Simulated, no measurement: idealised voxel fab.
The following process module bears the name voxel double patterning.
It is cross-section cut that appears here, measuring 190 nm in width, its square cells being 5 nm in size.
In what follows, cross-sections appear as grids of square cells, described through bands that run from the top down, where every band is one or more rows of cells.
Top height, bottom height, nm. Materials left to right, width each, nm. Single material + "everywhere" = fills band edge to edge. "blank" = empty.
Heads up on the height convention: 0 is the point under which the incoming wafer is all one material, and the lowest band has no bottom, it just keeps going down, like "from 0 down".
Width "30..40": first value at the band's top row of cells, second value at its bottom row, equal change from row to row.
"no modifications", as given for a step, is the statement that not any cell of the cross-section underwent a change during that step.
The label "Trapped void list" introduces a list of the empty spaces, 8 cells or larger, that have no open way up to the top; each entry in it reads width x height at distance, where the distance is taken from the left edge and all three are stated in nm.
Heads up: the bit after the settings on a step's line is the simulator's remark on that step.
The "overlay nm" setting may appear on a step's line; for a step that uses a mask, it gives how far to the right of its planned position the mask lay, and a negative value indicates the left.

The following list gives the planned process steps:
step 1: RECEIVE, material Si
step 2: CONFORMAL_DEP, material SiO2, thk nm 5
step 3: DIRECTIONAL_DEP, material polySi, thk nm 10
step 4: DIRECTIONAL_DEP, material SiCN, thk nm 5
step 5: DIRECTIONAL_DEP, material aC, thk nm 15
step 6: PATTERN, tone open, mask id FIRST, material resist, width nm 15, pitch nm 50, thk nm 35, overlay nm -15
step 7: DIRECTIONAL_ETCH, etch materials aC, depth nm 15
step 8: STRIP, etch materials resist
step 9: DIRECTIONAL_ETCH, etch materials SiCN, depth nm 5
step 10: STRIP, etch materials aC
step 11: MASKED_ETCH, tone open, mask id SECOND, width nm 15, pitch nm 50, etch materials SiCN, depth nm 5, overlay nm 0
step 12: DIRECTIONAL_ETCH, etch materials polySi, depth nm 10
step 13: STRIP, etch materials SiCN
The plan's step 6 overlay nm is the first wafer's value; the wafers differ in this setting and start identical.

Step 1 complete: as-received cross-section of the first of several wafers:
- from 0 down = Si everywhere
- Trapped void list: none

Per wafer, end of module: cells gained (+) or lost (-) per material since receipt, then closed voids:
overlay nm -15, +38 SiO2, +50 polySi, Trapped void list: none
overlay nm -10, +38 SiO2, +46 polySi, Trapped void list: none
overlay nm -5, +38 SiO2, +46 polySi, Trapped void list: none
overlay nm 0, +38 SiO2, +46 polySi, Trapped void list: none
overlay nm 5, +38 SiO2, +46 polySi, Trapped void list: none
overlay nm 10, +38 SiO2, +46 polySi, Trapped void list: none
overlay nm 15, +38 SiO2, +50 polySi, Trapped void list: none
